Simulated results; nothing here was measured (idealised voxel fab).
This section sets out a process module, namely voxel spacer lines.
It is cross-section cut that appears here, measuring 175 nm in width, its square cells being 5 nm in size.
A cross-section in this document is a grid of square cells, and it is written down as bands, the top band listed before the ones below it; a band is made up of one or more rows of cells. Quick guide to a band line: top height, bottom height (nm) up front; then every material left to right with its width in nm. Only one material and it's marked "everywhere"? Then it fills the band edge to edge. And "blank" just means empty space. For the purposes of this specification, 0 denotes the height below which the wafer in its as-received condition is composed wholly of one material, and the lowermost band, lacking a lower limit, extends downward without end, as expressed in "from 0 down". Quick explanation for "30..40": the width changes in equal steps down the rows of cells, from the first number in the band's top row to the second number in its bottom row. A step reported as "no modifications" is a step in which no cell of the cross-section changed. "Voids, enclosed" lists enclosed empty spaces (at least 8 cells, no open path upward to the top), each as width x height at distance from the left edge, in nm. That trailing text on a step's line, after the settings, is the simulator's own remark on the step. On any step carrying a mask, the "overlay nm" setting, if present on the step's line, tells how far right of its planned place the mask lay; negative values point to the left.

Here's what the planned process steps look like:
1) RECEIVE, material Si
2) CONFORMAL_DEP, material Al2O3, thk nm 10
3) DIRECTIONAL_DEP, material TiN, thk nm 15
4) DIRECTIONAL_DEP, material polySi, thk nm 25
5) PATTERN, tone cover, mask id MANDREL, material resist, width nm 25, pitch nm 70, thk nm 30, overlay nm 0
6) DIRECTIONAL_ETCH, etch materials polySi, depth nm 25
7) STRIP, etch materials resist
8) CONFORMAL_DEP, material SiN, thk nm 10
9) DIRECTIONAL_ETCH, etch materials SiN, depth nm 10
10) STRIP, etch materials polySi
11) DIRECTIONAL_ETCH, etch materials TiN, depth nm 15
12) STRIP, etch materials SiN

Cross-section, incoming material, after step 1:
* from 0 down = Si everywhere
* Voids, enclosed: none

Result of the module, cross-sectioned: start per above, plan per above, one error in how it was run:
* from 40 to 25 = blank (30), TiN (10), blank (25), TiN (10), blank (25), TiN (10), blank (25), TiN (10), blank (30)
* from 25 to 10 = TiN everywhere
* from 10 to 0 = Al2O3 everywhere
* from 0 down = Si everywhere
* Voids, enclosed: none
Error vs. plan: in the plan, step 3 was performed twice
